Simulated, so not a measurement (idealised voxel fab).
process module | voxel trench capacitor
cross-section cut | 265 nm wide | cells 5 nm
A cross-section is a grid of square cells, given in bands from the top down. A band is one or more rows of cells.
Each band's line starts with the height of the band's top and of its bottom, in nm. Then come its materials from left to right, each with its width in nm. One material with "throughout" fills the band from edge to edge. "air" is empty space.
Height 0 is the level under which the wafer as received is all one material. The lowest band goes on downwards, as in "0 down".
A width such as "30 to 40" changes by the same amount from each row of cells to the next, from the band's top row to its bottom row.
"no change" after a step means that no cell of the cross-section changed.
closed voids: empty space of 8 cells or more with no open way to the top, each as width x height at its distance from the left edge, in nm
after a step's settings: what the simulator itself notes on the step
overlay nm, on a step with a mask: how far to the right of its planned place the mask lay; to the left if negative
plan
1 op RECEIVE | material Si
2 op CONFORMAL_DEP | material SiN | thk nm 5
3 op MASKED_ETCH | tone open | mask id TRENCH | width nm 25 | pitch nm 45 | etch materials SiN | depth nm 5 | overlay nm 0
4 op MASKED_ETCH | tone open | mask id TRENCH | width nm 25 | pitch nm 45 | etch materials Si | depth nm 30 | overlay nm 0
5 op CONFORMAL_DEP | material HfO2 | thk nm 5
6 op CONFORMAL_DEP | material TiN | thk nm 5
7 op FILL_DEP | material W | thk nm 5
8 op CMP | height nm 5
as received, after step 1
  0 down: Si throughout
  closed voids: none
first wafer at the end, as planned
  5 to 0: SiN 75 | HfO2 5 | TiN 5 | W 5 | TiN 5 | HfO2 5 | SiN 20 | HfO2 5 | TiN 5 | W 5 | TiN 5 | HfO2 5 | SiN 20 | HfO2 5 | TiN 5 | W 5 | TiN 5 | HfO2 5 | SiN 75
  0 to -20: Si 75 | HfO2 5 | TiN 5 | W 5 | TiN 5 | HfO2 5 | Si 20 | HfO2 5 | TiN 5 | W 5 | TiN 5 | HfO2 5 | Si 20 | HfO2 5 | TiN 5 | W 5 | TiN 5 | HfO2 5 | Si 75
  -20 to -25: Si 75 | HfO2 5 | TiN 15 | HfO2 5 | Si 20 | HfO2 5 | TiN 15 | HfO2 5 | Si 20 | HfO2 5 | TiN 15 | HfO2 5 | Si 75
  -25 to -30: Si 75 | HfO2 25 | Si 20 | HfO2 25 | Si 20 | HfO2 25 | Si 75
  -30 down: Si throughout
  closed voids: none
second wafer at the end: like start, like plan, one mistake
  5 to 0: SiN 65 | HfO2 15 | TiN 5 | HfO2 5 | SiN 20 | HfO2 15 | TiN 5 | HfO2 5 | SiN 20 | HfO2 15 | TiN 5 | HfO2 5 | SiN 85
  0 to -25: Si 75 | HfO2 5 | TiN 5 | HfO2 5 | Si 30 | HfO2 5 | TiN 5 | HfO2 5 | Si 30 | HfO2 5 | TiN 5 | HfO2 5 | Si 85
  -25 to -30: Si 75 | HfO2 15 | Si 30 | HfO2 15 | Si 30 | HfO2 15 | Si 85
  -30 down: Si throughout
  closed voids: none
what went wrong: step 3 ran as: op MASKED_ETCH | tone open | mask id TRENCH | width nm 25 | pitch nm 45 | etch materials SiN | depth nm 5 | overlay nm -10
at the end the second wafer has, in cells: 36 more of Si | 21 fewer of TiN | 15 fewer of W
